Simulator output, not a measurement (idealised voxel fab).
The process module presented herein is designated voxel fin reveal.
Section cut is 300 nm wide and gridded with 5 nm square cells.
If you're reading a cross-section in this doc, picture square cells in a grid; it comes to you as bands, top ones listed first down to the bottom, and a band can be one or more rows of cells.
A band entry consists of two parts. The first gives the height of the band's top and the height of its bottom, in nm. The rest lists the band's materials from left to right, each with its width in nm. A single material labelled with the word "throughout" fills the band from edge to edge, and the word "blank" marks empty space.
Heights are measured from 0, the level below which the as-received wafer is all one material; the lowest band has no bottom and continues downward, written as in "0 and below".
With a width like "30->40", each row of cells in the band differs from the next by the same amount, the top row carrying the first number and the bottom row the second.
It should be understood that the words "no change occurred", when stated for a given step, signify that the cross-section underwent no change in any of its cells during that step.
"Sealed cavities" lists enclosed empty spaces (at least 8 cells, no open path upward to the top), each as width x height at distance from the left edge, in nm.
Text after the settings on a step's line: the simulator's own remark on that step.
overlay nm: on a step with a mask, how far right of its planned place the mask lay; negative means left.
Process steps - plan:
step 1: RECEIVE, material Si
step 2: CONFORMAL_DEP, material SiN, thk nm 10
step 3: MASKED_ETCH, tone cover, mask id FINS, width nm 15, pitch nm 35, etch materials SiN, depth nm 10, overlay nm 0
step 4: MASKED_ETCH, tone cover, mask id FINS, width nm 15, pitch nm 35, etch materials Si, depth nm 30, overlay nm 0
step 5: OXIDIZE, depth nm 5
step 6: FILL_DEP, material SiO2, thk nm 10
step 7: CMP, height nm 10
step 8: SELECTIVE_ETCH, etch materials SiO2, depth nm 25
step 9: STRIP, etch materials SiN
As received, after step 1:
- 0 and below: Si throughout
- Sealed cavities: none
End state of the module in cross-section, given the above starting point and plan and one mistake in execution:
- 10 down to 0: 90 of blank / 15 of SiN / 20 of blank / 15 of SiN / 20 of blank / 15 of SiN / 20 of blank / 15 of SiN / 90 of blank
- 0 down to -15: 95 of blank / 5 of Si / 30 of blank / 5 of Si / 30 of blank / 5 of Si / 30 of blank / 5 of Si / 95 of blank
- -15 down to -35: 95 of SiO2 / 5 of Si / 30 of SiO2 / 5 of Si / 30 of SiO2 / 5 of Si / 30 of SiO2 / 5 of Si / 95 of SiO2
- -35 and below: Si throughout
- Sealed cavities: none
Short version of what went wrong: the plan's step 9 was left out and never carried out
